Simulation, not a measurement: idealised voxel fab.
Module name: voxel transistor to metal (process module)
The cross-section shown here is cut; it is 195 nm wide and divided into square cells measuring 5 nm on a side.
Cross-section layout: square cells on a grid; listed as bands, top to bottom; a band spans one or more cell rows.
Look at the band entry: it leads with the top's height and the bottom's height in nm. Then it lists the materials left to right, with a width in nm for each. The word "everywhere" on a single material says that material fills the band edge to edge. The word "empty" is empty space.
Height reference: 0 = level under which incoming wafer is all one material. Lowest band: no bottom, runs on downward, e.g. "0 nm and below".
The two numbers in a width such as "30->40" mark its ends across the band: the first belongs to the top row of cells, the second to the bottom row, and from each row to the next the width moves by the same amount.
"left unchanged" for a step: no cell of the cross-section changed in that step.
Entry "Closed cavity list". Content: empty spaces with no open connection to the top, size 8 cells or greater. Each: width x height at distance. Distance: from left edge. Unit: nm.
On each step's line, the part that comes after the settings is the simulator's own comment on the step.
On any step carrying a mask, the "overlay nm" setting, if present on the step's line, tells how far right of its planned place the mask lay; negative values point to the left.
Pairs, read this way: before one process step on the one hand, after it on the other, the after cross-section ending at the lowest band that changed; the step between, settings included, beneath. Same starting wafer throughout, but possibly different runs of this module, so no pair continues from the pair above unless its entry headed "Geometry before processing" says so.

## Geometry before processing
  35 nm to 30 nm: W everywhere
  30 nm to 25 nm: W 65 nm, then TiN 25 nm, then W 10 nm, then TiN 25 nm, then W 70 nm
  25 nm to 20 nm: TiN 70 nm, then HfO2 15 nm, then TiN 5 nm, then W 10 nm, then TiN 5 nm, then HfO2 15 nm, then TiN 75 nm
  20 nm to 15 nm: HfO2 75 nm, then SiN 5 nm, then HfO2 5 nm, then TiN 5 nm, then W 10 nm, then TiN 5 nm, then HfO2 5 nm, then SiN 5 nm, then HfO2 80 nm
  15 nm to 5 nm: SiO2 75 nm, then SiN 5 nm, then HfO2 5 nm, then TiN 5 nm, then W 10 nm, then TiN 5 nm, then HfO2 5 nm, then SiN 5 nm, then SiO2 80 nm
  5 nm to 0 nm: SiO2 30 nm, then SiN 5 nm, then SiO2 40 nm, then SiN 5 nm, then HfO2 5 nm, then TiN 20 nm, then HfO2 5 nm, then SiN 5 nm, then SiO2 40 nm, then SiN 5 nm, then SiO2 35 nm
  0 nm to -5 nm: SiO2 30 nm, then SiN 10 nm, then nSi 35 nm, then HfO2 40 nm, then nSi 35 nm, then SiN 10 nm, then SiO2 35 nm
  -5 nm to -10 nm: SiO2 45 nm, then Si 100 nm, then SiO2 50 nm
  -10 nm to -20 nm: SiO2 40 nm, then Si 110 nm, then SiO2 45 nm
  -20 nm and below: Si everywhere
  Closed cavity list: none

## Cross-Section After Step
  15 nm to 5 nm: SiO2 75 nm, then SiN 5 nm, then HfO2 5 nm, then TiN 5 nm, then W 10 nm, then TiN 5 nm, then HfO2 5 nm, then SiN 5 nm, then SiO2 80 nm
  Below 5, no change.
  Closed cavity list: none
Relating the two cross-sections above, the step in between is CMP,height nm 15

Geometry before processing: as in the pair right above, post-step view.

## Cross-Section After Step
  30 nm to 15 nm: SiO2 everywhere
  Below 15, no change.
  Closed cavity list: none
Relating the two cross-sections above, the step in between is DIRECTIONAL_DEP,material SiO2,thk nm 15

Geometry before processing: as in the pair right above, post-step view.

## Cross-Section After Step
  45 nm to 30 nm: aC everywhere
  Below 30, no change.
  Closed cavity list: none
Relating the two cross-sections above, the step in between is DIRECTIONAL_DEP,material aC,thk nm 15

Geometry before processing: as in the pair right above, post-step view.

## Cross-Section After Step
  80 nm to 45 nm: resist 50 nm, then empty 15 nm, then resist 60 nm, then empty 15 nm, then resist 55 nm
  Below 45, no change.
  Closed cavity list: none
Relating the two cross-sections above, the step in between is PATTERN,tone open,mask id CONTACT,material resist,width nm 15,pitch nm 75,thk nm 35,overlay nm 0

Geometry before processing: as in the pair right above, post-step view.

## Cross-Section After Step
  65 nm to 45 nm: resist 50 nm, then empty 15 nm, then resist 60 nm, then empty 15 nm, then resist 55 nm
  45 nm to 30 nm: aC 50 nm, then empty 15 nm, then aC 60 nm, then empty 15 nm, then aC 55 nm
  Below 30, no change.
  Closed cavity list: none
Relating the two cross-sections above, the step in between is DIRECTIONAL_ETCH,etch materials aC,depth nm 15

Geometry before processing: as in the pair right above, post-step view.

## Cross-Section After Step
  45 nm to 30 nm: aC 50 nm, then empty 15 nm, then aC 60 nm, then empty 15 nm, then aC 55 nm
  Below 30, no change.
  Closed cavity list: none
Relating the two cross-sections above, the step in between is STRIP,etch materials resist

Geometry before processing: as in the pair right above, post-step view.

## Cross-Section After Step
  45 nm to 30 nm: aC 50 nm, then empty 15 nm, then aC 60 nm, then empty 15 nm, then aC 55 nm
  30 nm to 15 nm: SiO2 50 nm, then empty 15 nm, then SiO2 60 nm, then empty 15 nm, then SiO2 55 nm
  15 nm to 5 nm: SiO2 50 nm, then empty 15 nm, then SiO2 10 nm, then SiN 5 nm, then HfO2 5 nm, then TiN 5 nm, then W 10 nm, then TiN 5 nm, then HfO2 5 nm, then SiN 5 nm, then SiO2 10 nm, then empty 15 nm, then SiO2 55 nm
  5 nm to 0 nm: SiO2 30 nm, then SiN 5 nm, then SiO2 15 nm, then empty 15 nm, then SiO2 10 nm, then SiN 5 nm, then HfO2 5 nm, then TiN 20 nm, then HfO2 5 nm, then SiN 5 nm, then SiO2 10 nm, then empty 15 nm, then SiO2 15 nm, then SiN 5 nm, then SiO2 35 nm
  Below 0, no change.
  Closed cavity list: none
Relating the two cross-sections above, the step in between is DIRECTIONAL_ETCH,etch materials SiO2,depth nm 30

Geometry before processing: as in the pair right above, post-step view.

## Cross-Section After Step
  30 nm to 15 nm: SiO2 50 nm, then empty 15 nm, then SiO2 60 nm, then empty 15 nm, then SiO2 55 nm
  Below 15, no change.
  Closed cavity list: none
Relating the two cross-sections above, the step in between is STRIP,etch materials aC

Geometry before processing: as in the pair right above, post-step view.

## Cross-Section After Step
  35 nm to 30 nm: TiN 55 nm, then empty 5 nm, then TiN 70 nm, then empty 5 nm, then TiN 60 nm
  30 nm to 15 nm: SiO2 50 nm, then TiN 5 nm, then empty 5 nm, then TiN 5 nm, then SiO2 60 nm, then TiN 5 nm, then empty 5 nm, then TiN 5 nm, then SiO2 55 nm
  15 nm to 5 nm: SiO2 50 nm, then TiN 5 nm, then empty 5 nm, then TiN 5 nm, then SiO2 10 nm, then SiN 5 nm, then HfO2 5 nm, then TiN 5 nm, then W 10 nm, then TiN 5 nm, then HfO2 5 nm, then SiN 5 nm, then SiO2 10 nm, then TiN 5 nm, then empty 5 nm, then TiN 5 nm, then SiO2 55 nm
  5 nm to 0 nm: SiO2 30 nm, then SiN 5 nm, then SiO2 15 nm, then TiN 15 nm, then SiO2 10 nm, then SiN 5 nm, then HfO2 5 nm, then TiN 20 nm, then HfO2 5 nm, then SiN 5 nm, then SiO2 10 nm, then TiN 15 nm, then SiO2 15 nm, then SiN 5 nm, then SiO2 35 nm
  Below 0, no change.
  Closed cavity list: none
Relating the two cross-sections above, the step in between is CONFORMAL_DEP,material TiN,thk nm 5

Geometry before processing: as in the pair right above, post-step view.

## Cross-Section After Step
  45 nm to 35 nm: Ru everywhere
  35 nm to 30 nm: TiN 55 nm, then Ru 5 nm, then TiN 70 nm, then Ru 5 nm, then TiN 60 nm
  30 nm to 15 nm: SiO2 50 nm, then TiN 5 nm, then Ru 5 nm, then TiN 5 nm, then SiO2 60 nm, then TiN 5 nm, then Ru 5 nm, then TiN 5 nm, then SiO2 55 nm
  15 nm to 5 nm: SiO2 50 nm, then TiN 5 nm, then Ru 5 nm, then TiN 5 nm, then SiO2 10 nm, then SiN 5 nm, then HfO2 5 nm, then TiN 5 nm, then W 10 nm, then TiN 5 nm, then HfO2 5 nm, then SiN 5 nm, then SiO2 10 nm, then TiN 5 nm, then Ru 5 nm, then TiN 5 nm, then SiO2 55 nm
  Below 5, no change.
  Closed cavity list: none
Relating the two cross-sections above, the step in between is FILL_DEP,material Ru,thk nm 10

Geometry before processing: as in the pair right above, post-step view.

## Cross-Section After Step
  30 nm to 15 nm: SiO2 50 nm, then TiN 5 nm, then Ru 5 nm, then TiN 5 nm, then SiO2 60 nm, then TiN 5 nm, then Ru 5 nm, then TiN 5 nm, then SiO2 55 nm
  Below 15, no change.
  Closed cavity list: none
Relating the two cross-sections above, the step in between is CMP,height nm 30

Geometry before processing: as in the pair right above, post-step view.

## Cross-Section After Step
  35 nm to 30 nm: TiN everywhere
  Below 30, no change.
  Closed cavity list: none
Relating the two cross-sections above, the step in between is DIRECTIONAL_DEP,material TiN,thk nm 5

Geometry before processing: as in the pair right above, post-step view.

## Cross-Section After Step
  55 nm to 35 nm: Ru everywhere
  Below 35, no change.
  Closed cavity list: none
Relating the two cross-sections above, the step in between is DIRECTIONAL_DEP,material Ru,thk nm 20

Geometry before processing: as in the pair right above, post-step view.

## Cross-Section After Step
  55 nm to 35 nm: empty 50 nm, then Ru 15 nm, then empty 60 nm, then Ru 15 nm, then empty 55 nm
  Below 35, no change.
  Closed cavity list: none
Relating the two cross-sections above, the step in between is MASKED_ETCH,tone cover,mask id METAL_1,width nm 15,pitch nm 75,etch materials Ru,depth nm 20,overlay nm 0

Geometry before processing: as in the pair right above, post-step view.

## Cross-Section After Step
  55 nm to 35 nm: empty 50 nm, then Ru 15 nm, then empty 60 nm, then Ru 15 nm, then empty 55 nm
  35 nm to 30 nm: empty 50 nm, then TiN 15 nm, then empty 60 nm, then TiN 15 nm, then empty 55 nm
  Below 30, no change.
  Closed cavity list: none
Relating the two cross-sections above, the step in between is MASKED_ETCH,tone cover,mask id METAL_1,width nm 15,pitch nm 75,etch materials TiN,depth nm 5,overlay nm 0

Geometry before processing: as in the pair right above, post-step view.

## Cross-Section After Step
  60 nm to 55 nm: lowk everywhere
  55 nm to 35 nm: lowk 50 nm, then Ru 15 nm, then lowk 60 nm, then Ru 15 nm, then lowk 55 nm
  35 nm to 30 nm: lowk 50 nm, then TiN 15 nm, then lowk 60 nm, then TiN 15 nm, then lowk 55 nm
  Below 30, no change.
  Closed cavity list: none
Relating the two cross-sections above, the step in between is FILL_DEP,material lowk,thk nm 5

Geometry before processing: as in the pair right above, post-step view.

## Cross-Section After Step
  55 nm to 35 nm: lowk 50 nm, then Ru 15 nm, then lowk 60 nm, then Ru 15 nm, then lowk 55 nm
  Below 35, no change.
  Closed cavity list: none
Relating the two cross-sections above, the step in between is CMP,height nm 55

Geometry before processing: as in the pair right above, post-step view.

## Cross-Section After Step
  60 nm to 55 nm: SiCN everywhere
  Below 55, no change.
  Closed cavity list: none
Relating the two cross-sections above, the step in between is CONFORMAL_DEP,material SiCN,thk nm 5

Geometry before processing: as in the pair right above, post-step view.

## Cross-Section After Step
  95 nm to 60 nm: lowk everywhere
  Below 60, no change.
  Closed cavity list: none
Relating the two cross-sections above, the step in between is DIRECTIONAL_DEP,material lowk,thk nm 35

Geometry before processing: as in the pair right above, post-step view.

## Cross-Section After Step
  110 nm to 95 nm: aC everywhere
  Below 95, no change.
  Closed cavity list: none
Relating the two cross-sections above, the step in between is DIRECTIONAL_DEP,material aC,thk nm 15

Geometry before processing: as in the pair right above, post-step view.

## Cross-Section After Step
  145 nm to 110 nm: resist 50 nm, then empty 15 nm, then resist 60 nm, then empty 15 nm, then resist 55 nm
  Below 110, no change.
  Closed cavity list: none
Relating the two cross-sections above, the step in between is PATTERN,tone open,mask id METAL_2,material resist,width nm 15,pitch nm 75,thk nm 35,overlay nm 0

Geometry before processing: as in the pair right above, post-step view.

## Cross-Section After Step
  130 nm to 110 nm: resist 50 nm, then empty 15 nm, then resist 60 nm, then empty 15 nm, then resist 55 nm
  110 nm to 95 nm: aC 50 nm, then empty 15 nm, then aC 60 nm, then empty 15 nm, then aC 55 nm
  Below 95, no change.
  Closed cavity list: none
Relating the two cross-sections above, the step in between is DIRECTIONAL_ETCH,etch materials aC,depth nm 15

Geometry before processing: as in the pair right above, post-step view.

## Cross-Section After Step
  110 nm to 95 nm: aC 50 nm, then empty 15 nm, then aC 60 nm, then empty 15 nm, then aC 55 nm
  Below 95, no change.
  Closed cavity list: none
Relating the two cross-sections above, the step in between is STRIP,etch materials resist

Geometry before processing: as in the pair right above, post-step view.

## Cross-Section After Step
  110 nm to 95 nm: aC 50 nm, then empty 15 nm, then aC 60 nm, then empty 15 nm, then aC 55 nm
  95 nm to 75 nm: lowk 50 nm, then empty 15 nm, then lowk 60 nm, then empty 15 nm, then lowk 55 nm
  Below 75, no change.
  Closed cavity list: none
Relating the two cross-sections above, the step in between is DIRECTIONAL_ETCH,etch materials lowk,depth nm 20

Geometry before processing: as in the pair right above, post-step view.

## Cross-Section After Step
  95 nm to 75 nm: lowk 50 nm, then empty 15 nm, then lowk 60 nm, then empty 15 nm, then lowk 55 nm
  Below 75, no change.
  Closed cavity list: none
Relating the two cross-sections above, the step in between is STRIP,etch materials aC

Geometry before processing: as in the pair right above, post-step view.

## Cross-Section After Step
  110 nm to 95 nm: aC 50 nm, then empty 15 nm, then aC 60 nm, then empty 15 nm, then aC 55 nm
  95 nm to 90 nm: lowk 50 nm, then empty 15 nm, then lowk 60 nm, then empty 15 nm, then lowk 55 nm
  90 nm to 75 nm: lowk 50 nm, then aC 15 nm, then lowk 60 nm, then aC 15 nm, then lowk 55 nm
  Below 75, no change.
  Closed cavity list: none
Relating the two cross-sections above, the step in between is DIRECTIONAL_DEP,material aC,thk nm 15

Geometry before processing: as in the pair right above, post-step view.

## Cross-Section After Step
  145 nm to 110 nm: resist 50 nm, then empty 15 nm, then resist 60 nm, then empty 15 nm, then resist 55 nm
  Below 110, no change.
  Closed cavity list: none
Relating the two cross-sections above, the step in between is PATTERN,tone open,mask id METAL_2_HOLES,material resist,width nm 15,pitch nm 75,thk nm 35,overlay nm 0

Geometry before processing: as in the pair right above, post-step view.

## Cross-Section After Step
  130 nm to 110 nm: resist 50 nm, then empty 15 nm, then resist 60 nm, then empty 15 nm, then resist 55 nm
  110 nm to 95 nm: aC 50 nm, then empty 15 nm, then aC 60 nm, then empty 15 nm, then aC 55 nm
  95 nm to 75 nm: lowk 50 nm, then empty 15 nm, then lowk 60 nm, then empty 15 nm, then lowk 55 nm
  Below 75, no change.
  Closed cavity list: none
Relating the two cross-sections above, the step in between is DIRECTIONAL_ETCH,etch materials aC,depth nm 15

Geometry before processing: as in the pair right above, post-step view.

## Cross-Section After Step
  110 nm to 95 nm: aC 50 nm, then empty 15 nm, then aC 60 nm, then empty 15 nm, then aC 55 nm
  Below 95, no change.
  Closed cavity list: none
Relating the two cross-sections above, the step in between is STRIP,etch materials resist

Geometry before processing: as in the pair right above, post-step view.

## Cross-Section After Step
  110 nm to 95 nm: aC 50 nm, then empty 15 nm, then aC 60 nm, then empty 15 nm, then aC 55 nm
  95 nm to 60 nm: lowk 50 nm, then empty 15 nm, then lowk 60 nm, then empty 15 nm, then lowk 55 nm
  Below 60, no change.
  Closed cavity list: none
Relating the two cross-sections above, the step in between is DIRECTIONAL_ETCH,etch materials lowk,depth nm 15

Geometry before processing: as in the pair right above, post-step view.

## Cross-Section After Step
  110 nm to 95 nm: aC 50 nm, then empty 15 nm, then aC 60 nm, then empty 15 nm, then aC 55 nm
  95 nm to 60 nm: lowk 50 nm, then empty 15 nm, then lowk 60 nm, then empty 15 nm, then lowk 55 nm
  60 nm to 55 nm: SiCN 50 nm, then empty 15 nm, then SiCN 60 nm, then empty 15 nm, then SiCN 55 nm
  Below 55, no change.
  Closed cavity list: none
Relating the two cross-sections above, the step in between is DIRECTIONAL_ETCH,etch materials SiCN,depth nm 5

Geometry before processing: as in the pair right above, post-step view.

## Cross-Section After Step
  95 nm to 60 nm: lowk 50 nm, then empty 15 nm, then lowk 60 nm, then empty 15 nm, then lowk 55 nm
  Below 60, no change.
  Closed cavity list: none
Relating the two cross-sections above, the step in between is STRIP,etch materials aC

Geometry before processing: as in the pair right above, post-step view.

## Cross-Section After Step
  100 nm to 95 nm: TiN 55 nm, then empty 5 nm, then TiN 70 nm, then empty 5 nm, then TiN 60 nm
  95 nm to 60 nm: lowk 50 nm, then TiN 5 nm, then empty 5 nm, then TiN 5 nm, then lowk 60 nm, then TiN 5 nm, then empty 5 nm, then TiN 5 nm, then lowk 55 nm
  60 nm to 55 nm: SiCN 50 nm, then TiN 15 nm, then SiCN 60 nm, then TiN 15 nm, then SiCN 55 nm
  Below 55, no change.
  Closed cavity list: none
Relating the two cross-sections above, the step in between is CONFORMAL_DEP,material TiN,thk nm 5

Geometry before processing: as in the pair right above, post-step view.

## Cross-Section After Step
  105 nm to 100 nm: Ru everywhere
  100 nm to 95 nm: TiN 55 nm, then Ru 5 nm, then TiN 70 nm, then Ru 5 nm, then TiN 60 nm
  95 nm to 60 nm: lowk 50 nm, then TiN 5 nm, then Ru 5 nm, then TiN 5 nm, then lowk 60 nm, then TiN 5 nm, then Ru 5 nm, then TiN 5 nm, then lowk 55 nm
  Below 60, no change.
  Closed cavity list: none
Relating the two cross-sections above, the step in between is FILL_DEP,material Ru,thk nm 5

Geometry before processing: as in the pair right above, post-step view.

## Cross-Section After Step
  95 nm to 60 nm: lowk 50 nm, then TiN 5 nm, then Ru 5 nm, then TiN 5 nm, then lowk 60 nm, then TiN 5 nm, then Ru 5 nm, then TiN 5 nm, then lowk 55 nm
  Below 60, no change.
  Closed cavity list: none
Relating the two cross-sections above, the step in between is CMP,height nm 95

Geometry before processing: as in the pair right above, post-step view.

## Cross-Section After Step
  100 nm to 95 nm: SiN everywhere
  Below 95, no change.
  Closed cavity list: none
Relating the two cross-sections above, the step in between is CONFORMAL_DEP,material SiN,thk nm 5

## Geometry before processing
  35 nm to 20 nm: empty 75 nm, then SiN 5 nm, then SiCN 30 nm, then SiN 5 nm, then empty 80 nm
  20 nm to 5 nm: empty 75 nm, then SiN 5 nm, then polySi 30 nm, then SiN 5 nm, then empty 80 nm
  5 nm to 0 nm: empty 35 nm, then SiN 5 nm, then empty 35 nm, then SiN 5 nm, then polySi 30 nm, then SiN 5 nm, then empty 35 nm, then SiN 5 nm, then empty 40 nm
  0 nm to -5 nm: SiO2 40 nm, then empty 35 nm, then SiO2 40 nm, then empty 35 nm, then SiO2 45 nm
  -5 nm to -20 nm: SiO2 40 nm, then Si 110 nm, then SiO2 45 nm
  -20 nm and below: Si everywhere
  Closed cavity list: none

## Cross-Section After Step
  35 nm to 20 nm: empty 75 nm, then SiN 5 nm, then SiCN 30 nm, then SiN 5 nm, then empty 80 nm
  20 nm to 10 nm: empty 75 nm, then SiN 5 nm, then polySi 30 nm, then SiN 5 nm, then empty 80 nm
  10 nm to 5 nm: empty 35 nm, then nSi 40 nm, then SiN 5 nm, then polySi 30 nm, then SiN 5 nm, then nSi 40 nm, then empty 40 nm
  5 nm to 0 nm: empty 35 nm, then SiN 5 nm, then nSi 35 nm, then SiN 5 nm, then polySi 30 nm, then SiN 5 nm, then nSi 35 nm, then SiN 5 nm, then empty 40 nm
  0 nm to -5 nm: SiO2 40 nm, then nSi 35 nm, then SiO2 40 nm, then nSi 35 nm, then SiO2 45 nm
  Below -5, no change.
  Closed cavity list: none
Relating the two cross-sections above, the step in between is EPI,material nSi,thk nm 15

Geometry before processing: as in the pair right above, post-step view.

## Cross-Section After Step
  45 nm to 35 nm: SiO2 everywhere
  35 nm to 20 nm: SiO2 75 nm, then SiN 5 nm, then SiCN 30 nm, then SiN 5 nm, then SiO2 80 nm
  20 nm to 10 nm: SiO2 75 nm, then SiN 5 nm, then polySi 30 nm, then SiN 5 nm, then SiO2 80 nm
  10 nm to 5 nm: SiO2 35 nm, then nSi 40 nm, then SiN 5 nm, then polySi 30 nm, then SiN 5 nm, then nSi 40 nm, then SiO2 40 nm
  5 nm to 0 nm: SiO2 35 nm, then SiN 5 nm, then nSi 35 nm, then SiN 5 nm, then polySi 30 nm, then SiN 5 nm, then nSi 35 nm, then SiN 5 nm, then SiO2 40 nm
  Below 0, no change.
  Closed cavity list: none
Relating the two cross-sections above, the step in between is FILL_DEP,material SiO2,thk nm 10

Geometry before processing: as in the pair right above, post-step view.

## Cross-Section After Step
  20 nm to 10 nm: SiO2 75 nm, then SiN 5 nm, then polySi 30 nm, then SiN 5 nm, then SiO2 80 nm
  Below 10, no change.
  Closed cavity list: none
Relating the two cross-sections above, the step in between is CMP,height nm 20

Geometry before processing: as in the pair right above, post-step view.

## Cross-Section After Step
  20 nm to 10 nm: SiO2 75 nm, then SiN 5 nm, then empty 30 nm, then SiN 5 nm, then SiO2 80 nm
  10 nm to 5 nm: SiO2 35 nm, then nSi 40 nm, then SiN 5 nm, then empty 30 nm, then SiN 5 nm, then nSi 40 nm, then SiO2 40 nm
  5 nm to 0 nm: SiO2 35 nm, then SiN 5 nm, then nSi 35 nm, then SiN 5 nm, then empty 30 nm, then SiN 5 nm, then nSi 35 nm, then SiN 5 nm, then SiO2 40 nm
  Below 0, no change.
  Closed cavity list: none
Relating the two cross-sections above, the step in between is STRIP,etch materials polySi

Geometry before processing: as in the pair right above, post-step view.

## Cross-Section After Step
  20 nm to 15 nm: empty 75 nm, then SiN 5 nm, then empty 30 nm, then SiN 5 nm, then empty 80 nm
  15 nm to 10 nm: SiO2 75 nm, then SiN 5 nm, then empty 30 nm, then SiN 5 nm, then SiO2 80 nm
  10 nm to 5 nm: SiO2 35 nm, then nSi 40 nm, then SiN 5 nm, then empty 30 nm, then SiN 5 nm, then nSi 40 nm, then SiO2 40 nm
  5 nm to 0 nm: SiO2 35 nm, then SiN 5 nm, then nSi 35 nm, then SiN 5 nm, then empty 30 nm, then SiN 5 nm, then nSi 35 nm, then SiN 5 nm, then SiO2 40 nm
  0 nm to -5 nm: SiO2 40 nm, then nSi 35 nm, then empty 40 nm, then nSi 35 nm, then SiO2 45 nm
  Below -5, no change.
  Closed cavity list: none
Relating the two cross-sections above, the step in between is SELECTIVE_ETCH,etch materials SiO2,depth nm 5

Geometry before processing: as in the pair right above, post-step view.

## Cross-Section After Step
  25 nm to 20 nm: empty 70 nm, then HfO2 15 nm, then empty 20 nm, then HfO2 15 nm, then empty 75 nm
  20 nm to 15 nm: HfO2 75 nm, then SiN 5 nm, then HfO2 5 nm, then empty 20 nm, then HfO2 5 nm, then SiN 5 nm, then HfO2 80 nm
  15 nm to 10 nm: SiO2 75 nm, then SiN 5 nm, then HfO2 5 nm, then empty 20 nm, then HfO2 5 nm, then SiN 5 nm, then SiO2 80 nm
  10 nm to 5 nm: SiO2 35 nm, then nSi 40 nm, then SiN 5 nm, then HfO2 5 nm, then empty 20 nm, then HfO2 5 nm, then SiN 5 nm, then nSi 40 nm, then SiO2 40 nm
  5 nm to 0 nm: SiO2 35 nm, then SiN 5 nm, then nSi 35 nm, then SiN 5 nm, then HfO2 5 nm, then empty 20 nm, then HfO2 5 nm, then SiN 5 nm, then nSi 35 nm, then SiN 5 nm, then SiO2 40 nm
  0 nm to -5 nm: SiO2 40 nm, then nSi 35 nm, then HfO2 40 nm, then nSi 35 nm, then SiO2 45 nm
  Below -5, no change.
  Closed cavity list: none
Relating the two cross-sections above, the step in between is CONFORMAL_DEP,material HfO2,thk nm 5

Geometry before processing: as in the pair right above, post-step view.

## Cross-Section After Step
  30 nm to 25 nm: empty 65 nm, then TiN 25 nm, then empty 10 nm, then TiN 25 nm, then empty 70 nm
  25 nm to 20 nm: TiN 70 nm, then HfO2 15 nm, then TiN 5 nm, then empty 10 nm, then TiN 5 nm, then HfO2 15 nm, then TiN 75 nm
  20 nm to 15 nm: HfO2 75 nm, then SiN 5 nm, then HfO2 5 nm, then TiN 5 nm, then empty 10 nm, then TiN 5 nm, then HfO2 5 nm, then SiN 5 nm, then HfO2 80 nm
  15 nm to 10 nm: SiO2 75 nm, then SiN 5 nm, then HfO2 5 nm, then TiN 5 nm, then empty 10 nm, then TiN 5 nm, then HfO2 5 nm, then SiN 5 nm, then SiO2 80 nm
  10 nm to 5 nm: SiO2 35 nm, then nSi 40 nm, then SiN 5 nm, then HfO2 5 nm, then TiN 5 nm, then empty 10 nm, then TiN 5 nm, then HfO2 5 nm, then SiN 5 nm, then nSi 40 nm, then SiO2 40 nm
  5 nm to 0 nm: SiO2 35 nm, then SiN 5 nm, then nSi 35 nm, then SiN 5 nm, then HfO2 5 nm, then TiN 20 nm, then HfO2 5 nm, then SiN 5 nm, then nSi 35 nm, then SiN 5 nm, then SiO2 40 nm
  Below 0, no change.
  Closed cavity list: none
Relating the two cross-sections above, the step in between is CONFORMAL_DEP,material TiN,thk nm 5

Geometry before processing: as in the pair right above, post-step view.

## Cross-Section After Step
  35 nm to 30 nm: W everywhere
  30 nm to 25 nm: W 65 nm, then TiN 25 nm, then W 10 nm, then TiN 25 nm, then W 70 nm
  25 nm to 20 nm: TiN 70 nm, then HfO2 15 nm, then TiN 5 nm, then W 10 nm, then TiN 5 nm, then HfO2 15 nm, then TiN 75 nm
  20 nm to 15 nm: HfO2 75 nm, then SiN 5 nm, then HfO2 5 nm, then TiN 5 nm, then W 10 nm, then TiN 5 nm, then HfO2 5 nm, then SiN 5 nm, then HfO2 80 nm
  15 nm to 10 nm: SiO2 75 nm, then SiN 5 nm, then HfO2 5 nm, then TiN 5 nm, then W 10 nm, then TiN 5 nm, then HfO2 5 nm, then SiN 5 nm, then SiO2 80 nm
  10 nm to 5 nm: SiO2 35 nm, then nSi 40 nm, then SiN 5 nm, then HfO2 5 nm, then TiN 5 nm, then W 10 nm, then TiN 5 nm, then HfO2 5 nm, then SiN 5 nm, then nSi 40 nm, then SiO2 40 nm
  Below 5, no change.
  Closed cavity list: none
Relating the two cross-sections above, the step in between is FILL_DEP,material W,thk nm 5

Geometry before processing: as in the pair right above, post-step view.

## Cross-Section After Step
  15 nm to 10 nm: SiO2 75 nm, then SiN 5 nm, then HfO2 5 nm, then TiN 5 nm, then W 10 nm, then TiN 5 nm, then HfO2 5 nm, then SiN 5 nm, then SiO2 80 nm
  Below 10, no change.
  Closed cavity list: none
Relating the two cross-sections above, the step in between is CMP,height nm 15

Geometry before processing: as in the pair right above, post-step view.

## Cross-Section After Step
  30 nm to 15 nm: SiO2 everywhere
  Below 15, no change.
  Closed cavity list: none
Relating the two cross-sections above, the step in between is DIRECTIONAL_DEP,material SiO2,thk nm 15

Geometry before processing: as in the pair right above, post-step view.

## Cross-Section After Step
  45 nm to 30 nm: aC everywhere
  Below 30, no change.
  Closed cavity list: none
Relating the two cross-sections above, the step in between is DIRECTIONAL_DEP,material aC,thk nm 15

Geometry before processing: as in the pair right above, post-step view.

## Cross-Section After Step
  80 nm to 45 nm: resist 50 nm, then empty 15 nm, then resist 60 nm, then empty 15 nm, then resist 55 nm
  Below 45, no change.
  Closed cavity list: none
Relating the two cross-sections above, the step in between is PATTERN,tone open,mask id CONTACT,material resist,width nm 15,pitch nm 75,thk nm 35,overlay nm 0

Geometry before processing: as in the pair right above, post-step view.

## Cross-Section After Step
  65 nm to 45 nm: resist 50 nm, then empty 15 nm, then resist 60 nm, then empty 15 nm, then resist 55 nm
  45 nm to 30 nm: aC 50 nm, then empty 15 nm, then aC 60 nm, then empty 15 nm, then aC 55 nm
  Below 30, no change.
  Closed cavity list: none
Relating the two cross-sections above, the step in between is DIRECTIONAL_ETCH,etch materials aC,depth nm 15

Geometry before processing: as in the pair right above, post-step view.

## Cross-Section After Step
  45 nm to 30 nm: aC 50 nm, then empty 15 nm, then aC 60 nm, then empty 15 nm, then aC 55 nm
  Below 30, no change.
  Closed cavity list: none
Relating the two cross-sections above, the step in between is STRIP,etch materials resist

Geometry before processing: as in the pair right above, post-step view.

## Cross-Section After Step
  45 nm to 30 nm: aC 50 nm, then empty 15 nm, then aC 60 nm, then empty 15 nm, then aC 55 nm
  30 nm to 15 nm: SiO2 50 nm, then empty 15 nm, then SiO2 60 nm, then empty 15 nm, then SiO2 55 nm
  15 nm to 10 nm: SiO2 50 nm, then empty 15 nm, then SiO2 10 nm, then SiN 5 nm, then HfO2 5 nm, then TiN 5 nm, then W 10 nm, then TiN 5 nm, then HfO2 5 nm, then SiN 5 nm, then SiO2 10 nm, then empty 15 nm, then SiO2 55 nm
  Below 10, no change.
  Closed cavity list: none
Relating the two cross-sections above, the step in between is DIRECTIONAL_ETCH,etch materials SiO2,depth nm 30

Geometry before processing: as in the pair right above, post-step view.

## Cross-Section After Step
  30 nm to 15 nm: SiO2 50 nm, then empty 15 nm, then SiO2 60 nm, then empty 15 nm, then SiO2 55 nm
  Below 15, no change.
  Closed cavity list: none
Relating the two cross-sections above, the step in between is STRIP,etch materials aC

Geometry before processing: as in the pair right above, post-step view.

## Cross-Section After Step
  35 nm to 30 nm: TiN 55 nm, then empty 5 nm, then TiN 70 nm, then empty 5 nm, then TiN 60 nm
  30 nm to 15 nm: SiO2 50 nm, then TiN 5 nm, then empty 5 nm, then TiN 5 nm, then SiO2 60 nm, then TiN 5 nm, then empty 5 nm, then TiN 5 nm, then SiO2 55 nm
  15 nm to 10 nm: SiO2 50 nm, then TiN 15 nm, then SiO2 10 nm, then SiN 5 nm, then HfO2 5 nm, then TiN 5 nm, then W 10 nm, then TiN 5 nm, then HfO2 5 nm, then SiN 5 nm, then SiO2 10 nm, then TiN 15 nm, then SiO2 55 nm
  Below 10, no change.
  Closed cavity list: none
Relating the two cross-sections above, the step in between is CONFORMAL_DEP,material TiN,thk nm 5

Geometry before processing: as in the pair right above, post-step view.

## Cross-Section After Step
  45 nm to 35 nm: Ru everywhere
  35 nm to 30 nm: TiN 55 nm, then Ru 5 nm, then TiN 70 nm, then Ru 5 nm, then TiN 60 nm
  30 nm to 15 nm: SiO2 50 nm, then TiN 5 nm, then Ru 5 nm, then TiN 5 nm, then SiO2 60 nm, then TiN 5 nm, then Ru 5 nm, then TiN 5 nm, then SiO2 55 nm
  Below 15, no change.
  Closed cavity list: none
Relating the two cross-sections above, the step in between is FILL_DEP,material Ru,thk nm 10

Geometry before processing: as in the pair right above, post-step view.

## Cross-Section After Step
  30 nm to 15 nm: SiO2 50 nm, then TiN 5 nm, then Ru 5 nm, then TiN 5 nm, then SiO2 60 nm, then TiN 5 nm, then Ru 5 nm, then TiN 5 nm, then SiO2 55 nm
  Below 15, no change.
  Closed cavity list: none
Relating the two cross-sections above, the step in between is CMP,height nm 30
